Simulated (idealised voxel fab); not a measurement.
process module | voxel ribs on slabs
cross-section cut | 145 nm wide | cells 5 nm
A cross-section is a grid of square cells, given in bands from the top down. A band is one or more rows of cells.
Each band's line starts with the height of the band's top and of its bottom, in nm. Then come its materials from left to right, each with its width in nm. One material with "throughout" fills the band from edge to edge. "air" is empty space.
Height 0 is the level under which the wafer as received is all one material. The lowest band goes on downwards, as in "0 down".
A width such as "30 to 40" changes by the same amount from each row of cells to the next, from the band's top row to its bottom row.
"no change" after a step means that no cell of the cross-section changed.
closed voids: empty space of 8 cells or more with no open way to the top, each as width x height at its distance from the left edge, in nm
after a step's settings: what the simulator itself notes on the step
overlay nm, on a step with a mask: how far to the right of its planned place the mask lay; to the left if negative
plan
1 op RECEIVE | material Si
2 op DIRECTIONAL_DEP | material SiO2 | thk nm 30
3 op DIRECTIONAL_DEP | material polySi | thk nm 15
4 op MASKED_ETCH | tone cover | mask id RIB | width nm 25 | etch materials polySi | depth nm 5 | overlay nm 0
5 op PATTERN | tone cover | mask id SLAB | material resist | width nm 65 | thk nm 20 | overlay nm 0
6 op DIRECTIONAL_ETCH | etch materials polySi | depth nm 10
7 op STRIP | etch materials resist
8 op FILL_DEP | material SiO2 | thk nm 30
9 op CMP | height nm 65
10 op DIRECTIONAL_DEP | material TiN | thk nm 10
11 op PATTERN | tone cover | mask id HEATER | material resist | width nm 35 | thk nm 15 | overlay nm 0
12 op DIRECTIONAL_ETCH | etch materials TiN | depth nm 10
13 op STRIP | etch materials resist
14 op CONFORMAL_DEP | material SiO2 | thk nm 5
as received, after step 1
  0 down: Si throughout
  closed voids: none
a wafer at the end: this start, this plan, one mistake
  80 to 75: air 50 | SiO2 45 | air 50
  75 to 70: air 50 | SiO2 5 | TiN 35 | SiO2 5 | air 50
  70 to 65: SiO2 55 | TiN 35 | SiO2 55
  65 to 45: SiO2 throughout
  45 to 40: SiO2 60 | polySi 25 | SiO2 60
  40 to 30: SiO2 40 | polySi 65 | SiO2 40
  30 to 0: TiN throughout
  0 down: Si throughout
  closed voids: none
what went wrong: step 2 ran as: op DIRECTIONAL_DEP | material TiN | thk nm 30
